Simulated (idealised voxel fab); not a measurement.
The process module that follows is named voxel capacitor over wiring.
FYI the section here is cut, 280 nm wide, cells are 5 nm squares.
Bands, listed from the top down, are how a cross-section gets written in this document; the cross-section itself is a grid of square cells, and a band is one or more rows of them. Top height, bottom height, nm. Materials left to right, width each, nm. Single material + "all across" = fills band edge to edge. "blank" = empty. Beneath 0, the wafer as received is one material, and that level is where height counting begins. The lowest band goes on downward without a bottom; it is written like "0..down". Width spec "30 to 40" -> top row of cells at first value, bottom row at second value, equal per-row change in between. Any step labelled "nothing got changed" changed none of the cells in the cross-section. Reported under the label "Enclosed voids" are the empty spaces having no open way to the top and comprising 8 cells or more; the notation for each is width x height at distance, in which the distance is measured from the left edge and all three values are in nm. On a step's line, text after the settings is the simulator commenting on that step. Among the settings permitted on a step's line is "overlay nm"; applied to a step with a mask, it specifies the extent to which the mask lay to the right of its planned position, whereas a negative figure signifies a position to the left.

# Steps in the process plan
1: RECEIVE: material Si
2: CONFORMAL_DEP: material SiO2, thk nm 10
3: DIRECTIONAL_DEP: material TiN, thk nm 5
4: DIRECTIONAL_DEP: material W, thk nm 20
5: PATTERN: tone cover, mask id METAL_1, material resist, width nm 20, pitch nm 75, thk nm 15, overlay nm 0
6: DIRECTIONAL_ETCH: etch materials W, depth nm 20
7: DIRECTIONAL_ETCH: etch materials TiN, depth nm 5
8: STRIP: etch materials resist
9: FILL_DEP: material lowk, thk nm 5
10: CMP: height nm 35
11: CONFORMAL_DEP: material SiCN, thk nm 5
12: DIRECTIONAL_DEP: material SiO2, thk nm 20
13: DIRECTIONAL_DEP: material aC, thk nm 15
14: PATTERN: tone open, mask id PLUG_1, material resist, width nm 15, thk nm 35, overlay nm 0
15: DIRECTIONAL_ETCH: etch materials aC, depth nm 15
16: STRIP: etch materials resist
17: DIRECTIONAL_ETCH: etch materials SiO2, depth nm 20
18: DIRECTIONAL_ETCH: etch materials SiCN, depth nm 5
19: STRIP: etch materials aC
20: EPI: material Ru, thk nm 10
21: EPI: material Ru, thk nm 10
22: EPI: material Ru, thk nm 5
23: DIRECTIONAL_DEP: material TiN, thk nm 5
24: DIRECTIONAL_DEP: material SiN, thk nm 5
25: DIRECTIONAL_DEP: material TiN, thk nm 5
26: PATTERN: tone cover, mask id UPPER_PLATE, material resist, width nm 60, thk nm 20, overlay nm 0
27: DIRECTIONAL_ETCH: etch materials TiN, depth nm 5
28: DIRECTIONAL_ETCH: etch materials SiN, depth nm 5
29: STRIP: etch materials resist
30: MASKED_ETCH: tone cover, mask id LOWER_PLATE, width nm 70, etch materials TiN, depth nm 5, overlay nm 0
31: FILL_DEP: material SiO2, thk nm 15
32: CMP: height nm 85
33: MASKED_ETCH: tone open, mask id PLUG_2, width nm 15, etch materials SiO2, depth nm 10, overlay nm 0
34: CONFORMAL_DEP: material TiN, thk nm 5
35: FILL_DEP: material Cu, thk nm 5
36: CMP: height nm 85
37: CONFORMAL_DEP: material SiCN, thk nm 5

# Cross-section of the wafer upon arrival, representing the state reached after step 1
- 0..down: Si all across
- Enclosed voids: none

# Cross-sectional image of the first of two wafers at the end of the module, the run having proceeded as planned
- 90..85: SiCN all across
- 85..80: 105 SiO2; 5 TiN; 5 Cu; 5 TiN; 160 SiO2
- 80..70: 105 to 95 SiO2; 15 to 60 TiN; 160 to 125 SiO2
- 70..65: 95 SiO2; 60 SiN; 125 SiO2
- 65..60: 90 SiO2; 70 TiN; 120 SiO2
- 60..40: 95 SiO2; 15 Ru; 170 SiO2
- 40..35: 95 SiCN; 15 Ru; 170 SiCN
- 35..15: 90 lowk; 20 W; 55 lowk; 20 W; 95 lowk
- 15..10: 90 lowk; 20 TiN; 55 lowk; 20 TiN; 95 lowk
- 10..0: SiO2 all across
- 0..down: Si all across
- Enclosed voids: none

# Now the second wafer, cross-sectioned at the end of the module. Nothing different at the start, nothing different in the plan compared with the first, just one mistake when it was actually run
- 90..85: SiCN all across
- 85..75: 95 to 90 SiO2; 60 to 70 TiN; 125 to 120 SiO2
- 75..70: TiN all across
- 70..65: SiN all across
- 65..60: TiN all across
- 60..40: 95 SiO2; 15 Ru; 170 SiO2
- 40..35: 95 SiCN; 15 Ru; 170 SiCN
- 35..15: 90 lowk; 20 W; 55 lowk; 20 W; 95 lowk
- 15..10: 90 lowk; 20 TiN; 55 lowk; 20 TiN; 95 lowk
- 10..0: SiO2 all across
- 0..down: Si all across
- Enclosed voids: none
Want to know what went wrong? step 25 ran differently from the plan; actual operation with settings: DIRECTIONAL_DEP: material TiN, thk nm 15
In the final state, the cell counts of the second wafer exceed or fall short of those of the first for the following materials: Cu: 1 fewer; SiN: 44 more; SiO2: 150 fewer; TiN: 107 more
